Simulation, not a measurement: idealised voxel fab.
process module | voxel self aligned vias
cross-section cut | 225 nm wide | cells 5 nm
A cross-section is a grid of square cells, given in bands from the top down. A band is one or more rows of cells.
Each band's line starts with the height of the band's top and of its bottom, in nm. Then come its materials from left to right, each with its width in nm. One material with "throughout" fills the band from edge to edge. "air" is empty space.
Height 0 is the level under which the wafer as received is all one material. The lowest band goes on downwards, as in "0 down".
A width such as "30 to 40" changes by the same amount from each row of cells to the next, from the band's top row to its bottom row.
"no change" after a step means that no cell of the cross-section changed.
closed voids: empty space of 8 cells or more with no open way to the top, each as width x height at its distance from the left edge, in nm
after a step's settings: what the simulator itself notes on the step
overlay nm, on a step with a mask: how far to the right of its planned place the mask lay; to the left if negative
plan
1 op RECEIVE | material Si
2 op CONFORMAL_DEP | material SiO2 | thk nm 10
3 op CONFORMAL_DEP | material SiCN | thk nm 5
4 op DIRECTIONAL_DEP | material lowk | thk nm 20
5 op DIRECTIONAL_DEP | material aC | thk nm 10
6 op PATTERN | tone open | mask id LINES | material resist | width nm 20 | pitch nm 55 | thk nm 25 | overlay nm 0
7 op DIRECTIONAL_ETCH | etch materials aC | depth nm 10
8 op STRIP | etch materials resist
9 op DIRECTIONAL_ETCH | etch materials lowk | depth nm 20
10 op STRIP | etch materials aC
11 op CONFORMAL_DEP | material TiN | thk nm 5
12 op FILL_DEP | material Ru | thk nm 10
13 op CMP | height nm 35
14 op SELECTIVE_ETCH | etch materials W Ru TiN | depth nm 5
15 op FILL_DEP | material SiN | thk nm 10
16 op CMP | height nm 35
17 op DIRECTIONAL_DEP | material lowk | thk nm 15
18 op DIRECTIONAL_DEP | material aC | thk nm 10
19 op PATTERN | tone open | mask id VIAS | material resist | width nm 40 | pitch nm 110 | thk nm 25 | overlay nm 0
20 op DIRECTIONAL_ETCH | etch materials aC | depth nm 10
21 op STRIP | etch materials resist
22 op DIRECTIONAL_ETCH | etch materials lowk | depth nm 15
23 op DIRECTIONAL_ETCH | etch materials SiN | depth nm 5
24 op STRIP | etch materials aC
25 op CONFORMAL_DEP | material TiN | thk nm 5
26 op FILL_DEP | material Ru | thk nm 10
27 op CMP | height nm 50
28 op CONFORMAL_DEP | material SiCN | thk nm 5
first wafer, as planned
as received, after step 1
  0 down: Si throughout
  closed voids: none
after step 2
  10 to 0: SiO2 throughout
  below 0: unchanged
after step 3
  15 to 10: SiCN throughout
  below 10: unchanged
after step 4
  35 to 15: lowk throughout
  below 15: unchanged
after step 5
  45 to 35: aC throughout
  below 35: unchanged
after step 6
  70 to 45: resist 45 | air 20 | resist 35 | air 20 | resist 35 | air 20 | resist 50
  below 45: unchanged
after step 7
  60 to 45: resist 45 | air 20 | resist 35 | air 20 | resist 35 | air 20 | resist 50
  45 to 35: aC 45 | air 20 | aC 35 | air 20 | aC 35 | air 20 | aC 50
  below 35: unchanged
after step 8
  45 to 35: aC 45 | air 20 | aC 35 | air 20 | aC 35 | air 20 | aC 50
  below 35: unchanged
after step 9
  45 to 35: aC 45 | air 20 | aC 35 | air 20 | aC 35 | air 20 | aC 50
  35 to 15: lowk 45 | air 20 | lowk 35 | air 20 | lowk 35 | air 20 | lowk 50
  below 15: unchanged
after step 10
  35 to 15: lowk 45 | air 20 | lowk 35 | air 20 | lowk 35 | air 20 | lowk 50
  below 15: unchanged
after step 11
  40 to 35: TiN 50 | air 10 | TiN 45 | air 10 | TiN 45 | air 10 | TiN 55
  35 to 20: lowk 45 | TiN 5 | air 10 | TiN 5 | lowk 35 | TiN 5 | air 10 | TiN 5 | lowk 35 | TiN 5 | air 10 | TiN 5 | lowk 50
  20 to 15: lowk 45 | TiN 20 | lowk 35 | TiN 20 | lowk 35 | TiN 20 | lowk 50
  below 15: unchanged
after step 12
  50 to 40: Ru throughout
  40 to 35: TiN 50 | Ru 10 | TiN 45 | Ru 10 | TiN 45 | Ru 10 | TiN 55
  35 to 20: lowk 45 | TiN 5 | Ru 10 | TiN 5 | lowk 35 | TiN 5 | Ru 10 | TiN 5 | lowk 35 | TiN 5 | Ru 10 | TiN 5 | lowk 50
  below 20: unchanged
after step 13
  35 to 20: lowk 45 | TiN 5 | Ru 10 | TiN 5 | lowk 35 | TiN 5 | Ru 10 | TiN 5 | lowk 35 | TiN 5 | Ru 10 | TiN 5 | lowk 50
  below 20: unchanged
after step 14
  35 to 30: lowk 45 | air 20 | lowk 35 | air 20 | lowk 35 | air 20 | lowk 50
  below 30: unchanged
after step 15
  45 to 35: SiN throughout
  35 to 30: lowk 45 | SiN 20 | lowk 35 | SiN 20 | lowk 35 | SiN 20 | lowk 50
  below 30: unchanged
after step 16
  35 to 30: lowk 45 | SiN 20 | lowk 35 | SiN 20 | lowk 35 | SiN 20 | lowk 50
  below 30: unchanged
after step 17
  50 to 35: lowk throughout
  below 35: unchanged
after step 18
  60 to 50: aC throughout
  below 50: unchanged
after step 19
  85 to 60: resist 35 | air 40 | resist 70 | air 40 | resist 40
  below 60: unchanged
after step 20
  75 to 60: resist 35 | air 40 | resist 70 | air 40 | resist 40
  60 to 50: aC 35 | air 40 | aC 70 | air 40 | aC 40
  below 50: unchanged
after step 21
  60 to 50: aC 35 | air 40 | aC 70 | air 40 | aC 40
  below 50: unchanged
after step 22
  60 to 50: aC 35 | air 40 | aC 70 | air 40 | aC 40
  50 to 35: lowk 35 | air 40 | lowk 70 | air 40 | lowk 40
  below 35: unchanged
after step 23
  60 to 50: aC 35 | air 40 | aC 70 | air 40 | aC 40
  50 to 35: lowk 35 | air 40 | lowk 70 | air 40 | lowk 40
  35 to 30: lowk 45 | air 20 | lowk 35 | SiN 20 | lowk 35 | air 20 | lowk 50
  below 30: unchanged
after step 24
  50 to 35: lowk 35 | air 40 | lowk 70 | air 40 | lowk 40
  below 35: unchanged
after step 25
  55 to 50: TiN 40 | air 30 | TiN 80 | air 30 | TiN 45
  50 to 40: lowk 35 | TiN 5 | air 30 | TiN 5 | lowk 70 | TiN 5 | air 30 | TiN 5 | lowk 40
  40 to 35: lowk 35 | TiN 15 | air 10 | TiN 15 | lowk 70 | TiN 15 | air 10 | TiN 15 | lowk 40
  35 to 30: lowk 45 | TiN 20 | lowk 35 | SiN 20 | lowk 35 | TiN 20 | lowk 50
  below 30: unchanged
after step 26
  65 to 55: Ru throughout
  55 to 50: TiN 40 | Ru 30 | TiN 80 | Ru 30 | TiN 45
  50 to 40: lowk 35 | TiN 5 | Ru 30 | TiN 5 | lowk 70 | TiN 5 | Ru 30 | TiN 5 | lowk 40
  40 to 35: lowk 35 | TiN 15 | Ru 10 | TiN 15 | lowk 70 | TiN 15 | Ru 10 | TiN 15 | lowk 40
  below 35: unchanged
after step 27
  50 to 40: lowk 35 | TiN 5 | Ru 30 | TiN 5 | lowk 70 | TiN 5 | Ru 30 | TiN 5 | lowk 40
  below 40: unchanged
after step 28
  55 to 50: SiCN throughout
  below 50: unchanged
second wafer: like start, like plan, one mistake. Through step 5 it matches the first wafer
when step 6 should have ended
  70 to 45: resist 40 | air 20 | resist 35 | air 20 | resist 35 | air 20 | resist 55
  below 45: unchanged
when step 7 should have ended
  60 to 45: resist 40 | air 20 | resist 35 | air 20 | resist 35 | air 20 | resist 55
  45 to 35: aC 40 | air 20 | aC 35 | air 20 | aC 35 | air 20 | aC 55
  below 35: unchanged
when step 8 should have ended
  45 to 35: aC 40 | air 20 | aC 35 | air 20 | aC 35 | air 20 | aC 55
  below 35: unchanged
when step 9 should have ended
  45 to 35: aC 40 | air 20 | aC 35 | air 20 | aC 35 | air 20 | aC 55
  35 to 15: lowk 40 | air 20 | lowk 35 | air 20 | lowk 35 | air 20 | lowk 55
  below 15: unchanged
when step 10 should have ended
  35 to 15: lowk 40 | air 20 | lowk 35 | air 20 | lowk 35 | air 20 | lowk 55
  below 15: unchanged
when step 11 should have ended
  40 to 35: TiN 45 | air 10 | TiN 45 | air 10 | TiN 45 | air 10 | TiN 60
  35 to 20: lowk 40 | TiN 5 | air 10 | TiN 5 | lowk 35 | TiN 5 | air 10 | TiN 5 | lowk 35 | TiN 5 | air 10 | TiN 5 | lowk 55
  20 to 15: lowk 40 | TiN 20 | lowk 35 | TiN 20 | lowk 35 | TiN 20 | lowk 55
  below 15: unchanged
when step 12 should have ended
  50 to 40: Ru throughout
  40 to 35: TiN 45 | Ru 10 | TiN 45 | Ru 10 | TiN 45 | Ru 10 | TiN 60
  35 to 20: lowk 40 | TiN 5 | Ru 10 | TiN 5 | lowk 35 | TiN 5 | Ru 10 | TiN 5 | lowk 35 | TiN 5 | Ru 10 | TiN 5 | lowk 55
  below 20: unchanged
when step 13 should have ended
  35 to 20: lowk 40 | TiN 5 | Ru 10 | TiN 5 | lowk 35 | TiN 5 | Ru 10 | TiN 5 | lowk 35 | TiN 5 | Ru 10 | TiN 5 | lowk 55
  below 20: unchanged
when step 14 should have ended
  35 to 30: lowk 40 | air 20 | lowk 35 | air 20 | lowk 35 | air 20 | lowk 55
  below 30: unchanged
when step 15 should have ended
  45 to 35: SiN throughout
  35 to 30: lowk 40 | SiN 20 | lowk 35 | SiN 20 | lowk 35 | SiN 20 | lowk 55
  below 30: unchanged
when step 16 should have ended
  35 to 30: lowk 40 | SiN 20 | lowk 35 | SiN 20 | lowk 35 | SiN 20 | lowk 55
  below 30: unchanged
when step 17 should have ended
  50 to 35: lowk throughout
  below 35: unchanged
when step 18 should have ended
  60 to 50: aC throughout
  below 50: unchanged
when step 19 should have ended
  85 to 60: resist 35 | air 40 | resist 70 | air 40 | resist 40
  below 60: unchanged
when step 20 should have ended
  75 to 60: resist 35 | air 40 | resist 70 | air 40 | resist 40
  60 to 50: aC 35 | air 40 | aC 70 | air 40 | aC 40
  below 50: unchanged
when step 21 should have ended
  60 to 50: aC 35 | air 40 | aC 70 | air 40 | aC 40
  below 50: unchanged
when step 22 should have ended
  60 to 50: aC 35 | air 40 | aC 70 | air 40 | aC 40
  50 to 35: lowk 35 | air 40 | lowk 70 | air 40 | lowk 40
  below 35: unchanged
when step 23 should have ended
  60 to 50: aC 35 | air 40 | aC 70 | air 40 | aC 40
  50 to 35: lowk 35 | air 40 | lowk 70 | air 40 | lowk 40
  35 to 30: lowk 40 | air 20 | lowk 35 | SiN 20 | lowk 35 | air 20 | lowk 55
  below 30: unchanged
when step 24 should have ended
  50 to 35: lowk 35 | air 40 | lowk 70 | air 40 | lowk 40
  below 35: unchanged
when step 25 should have ended
  55 to 50: TiN 40 | air 30 | TiN 80 | air 30 | TiN 45
  50 to 40: lowk 35 | TiN 5 | air 30 | TiN 5 | lowk 70 | TiN 5 | air 30 | TiN 5 | lowk 40
  40 to 35: lowk 35 | TiN 10 | air 10 | TiN 20 | lowk 70 | TiN 10 | air 10 | TiN 20 | lowk 40
  35 to 30: lowk 40 | TiN 20 | lowk 35 | SiN 20 | lowk 35 | TiN 20 | lowk 55
  below 30: unchanged
when step 26 should have ended
  65 to 55: Ru throughout
  55 to 50: TiN 40 | Ru 30 | TiN 80 | Ru 30 | TiN 45
  50 to 40: lowk 35 | TiN 5 | Ru 30 | TiN 5 | lowk 70 | TiN 5 | Ru 30 | TiN 5 | lowk 40
  40 to 35: lowk 35 | TiN 10 | Ru 10 | TiN 20 | lowk 70 | TiN 10 | Ru 10 | TiN 20 | lowk 40
  below 35: unchanged
when step 27 should have ended
  50 to 40: lowk 35 | TiN 5 | Ru 30 | TiN 5 | lowk 70 | TiN 5 | Ru 30 | TiN 5 | lowk 40
  below 40: unchanged
when step 28 should have ended
  55 to 50: SiCN throughout
  below 50: unchanged
what went wrong: step 6 ran as: op PATTERN | tone open | mask id LINES | material resist | width nm 20 | pitch nm 55 | thk nm 25 | overlay nm -5
at the end the second wafer has, in cells: as many of each material as the first, in other places
